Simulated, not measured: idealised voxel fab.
The following is a process module called voxel released beams.
Section shown: cut. Width: 155 nm. Cell size: 5 nm, square.
Just so we're on the same page, the cross-sections are grids of square cells, and they're listed out in bands top to bottom, each band one or more rows deep. Heights first: top, then bottom, in nm. Then materials, left to right, each with a width in nm. "throughout" on a single material: fills the band edge to edge. "empty": empty space. Below 0: as-received wafer, all one material; heights counted from there. Lowest band: no bottom, goes on down, written "0 -> down". Note: "30->40" means the width goes from the first number (top row of the band) to the second number (bottom row) in equal steps per row of cells. What does "nothing got changed" mean for a step? It means no cell of the cross-section changed in that step. "Listed closed voids" enumerates empty spaces isolated from the top, with no open way to it, that contain at least 8 cells, giving each as width x height at distance from the left edge, all three in nm. If you see something after the settings on a step's line, that's the simulator's own remark about that step. A step's line can hold "overlay nm"; with a mask on that step, the setting says how far right of the planned place the mask lay, while a negative setting says it lay to the left.

The following list gives the planned process steps:
1: RECEIVE with material Si
2: CONFORMAL_DEP with material SiN, thk nm 10
3: DIRECTIONAL_DEP with material SiO2, thk nm 20
4: PATTERN with tone open, mask id ANCHOR, material resist, width nm 45, thk nm 20, overlay nm 0
5: DIRECTIONAL_ETCH with etch materials SiO2, depth nm 20
6: STRIP with etch materials resist
7: CONFORMAL_DEP with material TiN, thk nm 15
8: MASKED_ETCH with tone cover, mask id BEAM, width nm 110, etch materials TiN, depth nm 15, overlay nm 0
9: STRIP with etch materials SiO2

Cross-section of the incoming wafer, state after step 1:
> 0 -> down | Si throughout
> Listed closed voids: none

Same starting wafer, same plan as above, one mistake in the execution; this is the cross-section at the end of the module:
> 45 -> 30 | 20 empty, 110 TiN, 25 empty
> 30 -> 10 | TiN throughout
> 10 -> 0 | SiN throughout
> 0 -> down | Si throughout
> Listed closed voids: none
The mistake made against the process plan was this: step 3 did not happen as planned, as run it was DIRECTIONAL_DEP with material TiN, thk nm 20
